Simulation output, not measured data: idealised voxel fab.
process module | voxel trench capacitor
cross-section cut | 245 nm wide | cells 5 nm
A cross-section is a grid of square cells, given in bands from the top down. A band is one or more rows of cells.
Each band's line starts with the height of the band's top and of its bottom, in nm. Then come its materials from left to right, each with its width in nm. One material with "throughout" fills the band from edge to edge. "air" is empty space.
Height 0 is the level under which the wafer as received is all one material. The lowest band goes on downwards, as in "0 down".
A width such as "30 to 40" changes by the same amount from each row of cells to the next, from the band's top row to its bottom row.
"no change" after a step means that no cell of the cross-section changed.
closed voids: empty space of 8 cells or more with no open way to the top, each as width x height at its distance from the left edge, in nm
after a step's settings: what the simulator itself notes on the step
overlay nm, on a step with a mask: how far to the right of its planned place the mask lay; to the left if negative
plan
1 op RECEIVE | material Si
2 op CONFORMAL_DEP | material SiN | thk nm 10
3 op MASKED_ETCH | tone open | mask id TRENCH | width nm 15 | pitch nm 30 | etch materials SiN | depth nm 10 | overlay nm 0
4 op MASKED_ETCH | tone open | mask id TRENCH | width nm 15 | pitch nm 30 | etch materials Si | depth nm 30 | overlay nm 0
5 op CONFORMAL_DEP | material Al2O3 | thk nm 5
6 op FILL_DEP | material polySi | thk nm 5
7 op CMP | height nm 10
first wafer, as planned
as received, after step 1
  0 down: Si throughout
  closed voids: none
after step 2
  10 to 0: SiN throughout
  below 0: unchanged
after step 3
  10 to 0: SiN 70 | air 15 | SiN 15 | air 15 | SiN 15 | air 15 | SiN 15 | air 15 | SiN 70
  below 0: unchanged
after step 4
  10 to 0: SiN 70 | air 15 | SiN 15 | air 15 | SiN 15 | air 15 | SiN 15 | air 15 | SiN 70
  0 to -30: Si 70 | air 15 | Si 15 | air 15 | Si 15 | air 15 | Si 15 | air 15 | Si 70
  below -30: unchanged
after step 5
  15 to 10: Al2O3 75 | air 5 | Al2O3 25 | air 5 | Al2O3 25 | air 5 | Al2O3 25 | air 5 | Al2O3 75
  10 to 0: SiN 70 | Al2O3 5 | air 5 | Al2O3 5 | SiN 15 | Al2O3 5 | air 5 | Al2O3 5 | SiN 15 | Al2O3 5 | air 5 | Al2O3 5 | SiN 15 | Al2O3 5 | air 5 | Al2O3 5 | SiN 70
  0 to -25: Si 70 | Al2O3 5 | air 5 | Al2O3 5 | Si 15 | Al2O3 5 | air 5 | Al2O3 5 | Si 15 | Al2O3 5 | air 5 | Al2O3 5 | Si 15 | Al2O3 5 | air 5 | Al2O3 5 | Si 70
  -25 to -30: Si 70 | Al2O3 15 | Si 15 | Al2O3 15 | Si 15 | Al2O3 15 | Si 15 | Al2O3 15 | Si 70
  below -30: unchanged
after step 6
  20 to 15: polySi throughout
  15 to 10: Al2O3 75 | polySi 5 | Al2O3 25 | polySi 5 | Al2O3 25 | polySi 5 | Al2O3 25 | polySi 5 | Al2O3 75
  10 to 0: SiN 70 | Al2O3 5 | polySi 5 | Al2O3 5 | SiN 15 | Al2O3 5 | polySi 5 | Al2O3 5 | SiN 15 | Al2O3 5 | polySi 5 | Al2O3 5 | SiN 15 | Al2O3 5 | polySi 5 | Al2O3 5 | SiN 70
  0 to -25: Si 70 | Al2O3 5 | polySi 5 | Al2O3 5 | Si 15 | Al2O3 5 | polySi 5 | Al2O3 5 | Si 15 | Al2O3 5 | polySi 5 | Al2O3 5 | Si 15 | Al2O3 5 | polySi 5 | Al2O3 5 | Si 70
  below -25: unchanged
after step 7
  10 to 0: SiN 70 | Al2O3 5 | polySi 5 | Al2O3 5 | SiN 15 | Al2O3 5 | polySi 5 | Al2O3 5 | SiN 15 | Al2O3 5 | polySi 5 | Al2O3 5 | SiN 15 | Al2O3 5 | polySi 5 | Al2O3 5 | SiN 70
  below 0: unchanged
second wafer: like start, like plan, one mistake. Through step 3 it matches the first wafer
when step 4 should have ended
  10 to 0: SiN 70 | air 15 | SiN 15 | air 15 | SiN 15 | air 15 | SiN 15 | air 15 | SiN 70
  0 to -60: Si 70 | air 15 | Si 15 | air 15 | Si 15 | air 15 | Si 15 | air 15 | Si 70
  below -60: unchanged
when step 5 should have ended
  15 to 10: Al2O3 75 | air 5 | Al2O3 25 | air 5 | Al2O3 25 | air 5 | Al2O3 25 | air 5 | Al2O3 75
  10 to 0: SiN 70 | Al2O3 5 | air 5 | Al2O3 5 | SiN 15 | Al2O3 5 | air 5 | Al2O3 5 | SiN 15 | Al2O3 5 | air 5 | Al2O3 5 | SiN 15 | Al2O3 5 | air 5 | Al2O3 5 | SiN 70
  0 to -55: Si 70 | Al2O3 5 | air 5 | Al2O3 5 | Si 15 | Al2O3 5 | air 5 | Al2O3 5 | Si 15 | Al2O3 5 | air 5 | Al2O3 5 | Si 15 | Al2O3 5 | air 5 | Al2O3 5 | Si 70
  -55 to -60: Si 70 | Al2O3 15 | Si 15 | Al2O3 15 | Si 15 | Al2O3 15 | Si 15 | Al2O3 15 | Si 70
  below -60: unchanged
when step 6 should have ended
  20 to 15: polySi throughout
  15 to 10: Al2O3 75 | polySi 5 | Al2O3 25 | polySi 5 | Al2O3 25 | polySi 5 | Al2O3 25 | polySi 5 | Al2O3 75
  10 to 0: SiN 70 | Al2O3 5 | polySi 5 | Al2O3 5 | SiN 15 | Al2O3 5 | polySi 5 | Al2O3 5 | SiN 15 | Al2O3 5 | polySi 5 | Al2O3 5 | SiN 15 | Al2O3 5 | polySi 5 | Al2O3 5 | SiN 70
  0 to -55: Si 70 | Al2O3 5 | polySi 5 | Al2O3 5 | Si 15 | Al2O3 5 | polySi 5 | Al2O3 5 | Si 15 | Al2O3 5 | polySi 5 | Al2O3 5 | Si 15 | Al2O3 5 | polySi 5 | Al2O3 5 | Si 70
  below -55: unchanged
when step 7 should have ended
  10 to 0: SiN 70 | Al2O3 5 | polySi 5 | Al2O3 5 | SiN 15 | Al2O3 5 | polySi 5 | Al2O3 5 | SiN 15 | Al2O3 5 | polySi 5 | Al2O3 5 | SiN 15 | Al2O3 5 | polySi 5 | Al2O3 5 | SiN 70
  below 0: unchanged
what went wrong: step 4 was run twice
at the end the second wafer has, in cells: 48 more of Al2O3 | 72 fewer of Si | 24 more of polySi
